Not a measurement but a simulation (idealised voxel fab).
The following is a process module called voxel self aligned contacts.
Shown is cross-section cut, with a width of 290 nm and square cells of size 5 nm.
In this document a cross-section is written as a grid of square cells. It is given as a series of bands, listed from the top down, and a band is one or more rows of cells.
In this notation a band is specified by the heights of its top and bottom, in that order and in nm, after which its materials appear from left to right, each paired with its width in nm. The word "everywhere" attached to a single material means that material fills the band from edge to edge; the word "blank" stands for empty space.
It should be noted that heights are counted from 0, beneath which the wafer as supplied is of one material throughout, and that the lowest band possesses no lower boundary but continues downward, as written in "z 0 and below".
Top row gets the first number, bottom row gets the second, and each row in between changes by the same step: that is how a band width like "30 to 40" works.
For the purposes of this document, the phrase "nothing was modified" attached to a step denotes that no cell within the cross-section was modified by that step.
In the "Closed internal voids" entry, you get each enclosed empty space of 8 cells or more, one with no open way to the top, written width x height at distance, distance from the left edge, in nm.
Read whatever lies past the settings on a step's line as the simulator's own remark about the step.
For masked steps, "overlay nm" on the step line gives how far right of plan the mask actually lay; a minus sign means it lay to the left.
These are the steps we planned for the process
| 1 | RECEIVE (material Si) |
| 2 | OXIDIZE (depth nm 5) |
| 3 | DIRECTIONAL_DEP (material polySi; thk nm 25) |
| 4 | DIRECTIONAL_DEP (material SiN; thk nm 20) |
| 5 | DIRECTIONAL_DEP (material aC; thk nm 10) |
| 6 | PATTERN (tone cover; mask id GATE; material resist; width nm 25; pitch nm 60; thk nm 25; overlay nm 0) |
| 7 | DIRECTIONAL_ETCH (etch materials aC; depth nm 10) |
| 8 | STRIP (etch materials resist) |
| 9 | DIRECTIONAL_ETCH (etch materials SiN; depth nm 20) |
| 10 | DIRECTIONAL_ETCH (etch materials polySi; depth nm 25) |
| 11 | STRIP (etch materials aC) |
| 12 | CONFORMAL_DEP (material SiN; thk nm 10) |
| 13 | DIRECTIONAL_ETCH (etch materials SiN; depth nm 10) |
| 14 | FILL_DEP (material SiO2; thk nm 20) |
| 15 | CMP (height nm 55) |
| 16 | MASKED_ETCH (tone open; mask id CONTACT; width nm 45; etch materials SiO2; depth nm 60; overlay nm 0) |
| 17 | CONFORMAL_DEP (material TiN; thk nm 5) |
| 18 | FILL_DEP (material Ru; thk nm 10) |
| 19 | CMP (height nm 55) |
| 20 | CONFORMAL_DEP (material SiN; thk nm 5) |
Received-state cross-section, reflecting completion of step 1
* z 0 and below  Si everywhere
* Closed internal voids: none
Cross-sectional view of the first of the two wafers upon completion of the module, processed in accordance with the plan
* z 60 to 55  SiN everywhere
* z 55 to 45  120 SiO2 / 5 to 20 TiN / 35 to 5 Ru / 5 to 20 TiN / 125 SiO2
* z 45 to 25  90 SiO2 / 45 SiN / 5 TiN / 5 Ru / 5 TiN / 45 SiN / 95 SiO2
* z 25 to 0  90 SiO2 / 10 SiN / 25 polySi / 10 SiN / 5 TiN / 5 Ru / 5 TiN / 10 SiN / 25 polySi / 10 SiN / 95 SiO2
* z 0 to -5  135 SiO2 / 15 TiN / 140 SiO2
* z -5 and below  Si everywhere
* Closed internal voids: none
This is the second of the two wafers, cross-sectioned at the end of the module; it started exactly like the first and was given the same plan, but it was run with one mistake
* z 60 to 55  SiN everywhere
* z 55 to 45  120 SiO2 / 5 to 20 TiN / 35 to 5 Ru / 5 to 20 TiN / 125 SiO2
* z 45 to 25  90 SiO2 / 45 SiN / 5 TiN / 5 Ru / 5 TiN / 45 SiN / 95 SiO2
* z 25 to 0  90 SiO2 / 10 SiN / 25 polySi / 10 SiN / 5 TiN / 5 Ru / 5 TiN / 10 SiN / 25 polySi / 10 SiN / 95 SiO2
* z 0 to -5  135 SiO2 / 15 TiN / 140 SiO2
* z -5 to -10  SiO2 everywhere
* z -10 and below  Si everywhere
* Closed internal voids: none
So what did we get wrong on this run? step 2, actual vs plan mismatch, actual run OXIDIZE (depth nm 10)
Counted in cells at the end, the second wafer holds more or fewer of these materials than the first: Si -58 | SiO2 +58
